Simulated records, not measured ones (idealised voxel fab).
process module | voxel ribs on slabs
cross-section cut | 265 nm wide | cells 5 nm
A cross-section is a grid of square cells, given in bands from the top down. A band is one or more rows of cells.
Each band's line starts with the height of the band's top and of its bottom, in nm. Then come its materials from left to right, each with its width in nm. One material with "throughout" fills the band from edge to edge. "air" is empty space.
Height 0 is the level under which the wafer as received is all one material. The lowest band goes on downwards, as in "0 down".
A width such as "30 to 40" changes by the same amount from each row of cells to the next, from the band's top row to its bottom row.
"no change" after a step means that no cell of the cross-section changed.
closed voids: empty space of 8 cells or more with no open way to the top, each as width x height at its distance from the left edge, in nm
after a step's settings: what the simulator itself notes on the step
overlay nm, on a step with a mask: how far to the right of its planned place the mask lay; to the left if negative
plan
1 op RECEIVE | material Si
2 op DIRECTIONAL_DEP | material SiO2 | thk nm 20
3 op DIRECTIONAL_DEP | material polySi | thk nm 20
4 op DIRECTIONAL_DEP | material aC | thk nm 15
5 op PATTERN | tone cover | mask id RIB | material resist | width nm 20 | thk nm 30 | overlay nm 0
6 op DIRECTIONAL_ETCH | etch materials aC | depth nm 15
7 op STRIP | etch materials resist
8 op DIRECTIONAL_ETCH | etch materials polySi | depth nm 10
9 op STRIP | etch materials aC
10 op MASKED_ETCH | tone cover | mask id SLAB | width nm 50 | etch materials polySi | depth nm 10 | overlay nm 0
11 op FILL_DEP | material SiO2 | thk nm 15
12 op CMP | height nm 50
13 op DIRECTIONAL_DEP | material W | thk nm 10
14 op MASKED_ETCH | tone cover | mask id HEATER | width nm 30 | etch materials W | depth nm 10 | overlay nm 0
15 op CONFORMAL_DEP | material SiN | thk nm 5
first wafer, as planned
as received, after step 1
  0 down: Si throughout
  closed voids: none
after step 2
  20 to 0: SiO2 throughout
  below 0: unchanged
after step 3
  40 to 20: polySi throughout
  below 20: unchanged
after step 4
  55 to 40: aC throughout
  below 40: unchanged
after step 5
  85 to 55: air 120 | resist 20 | air 125
  below 55: unchanged
after step 6
  70 to 55: air 120 | resist 20 | air 125
  55 to 40: air 120 | aC 20 | air 125
  below 40: unchanged
after step 7
  55 to 40: air 120 | aC 20 | air 125
  below 40: unchanged
after step 8
  55 to 40: air 120 | aC 20 | air 125
  40 to 30: air 120 | polySi 20 | air 125
  below 30: unchanged
after step 9
  40 to 30: air 120 | polySi 20 | air 125
  below 30: unchanged
after step 10
  40 to 30: air 120 | polySi 20 | air 125
  30 to 20: air 105 | polySi 50 | air 110
  below 20: unchanged
after step 11
  55 to 40: SiO2 throughout
  40 to 30: SiO2 120 | polySi 20 | SiO2 125
  30 to 20: SiO2 105 | polySi 50 | SiO2 110
  below 20: unchanged
after step 12
  50 to 40: SiO2 throughout
  below 40: unchanged
after step 13
  60 to 50: W throughout
  below 50: unchanged
after step 14
  60 to 50: air 115 | W 30 | air 120
  below 50: unchanged
after step 15
  65 to 60: air 110 | SiN 40 | air 115
  60 to 55: air 110 | SiN 5 | W 30 | SiN 5 | air 115
  55 to 50: SiN 115 | W 30 | SiN 120
  below 50: unchanged
second wafer: like start, like plan, one mistake. Through step 14 it matches the first wafer
when step 15 should have ended: no change
what went wrong: step 15 was left out
at the end the second wafer has, in cells: 57 fewer of SiN
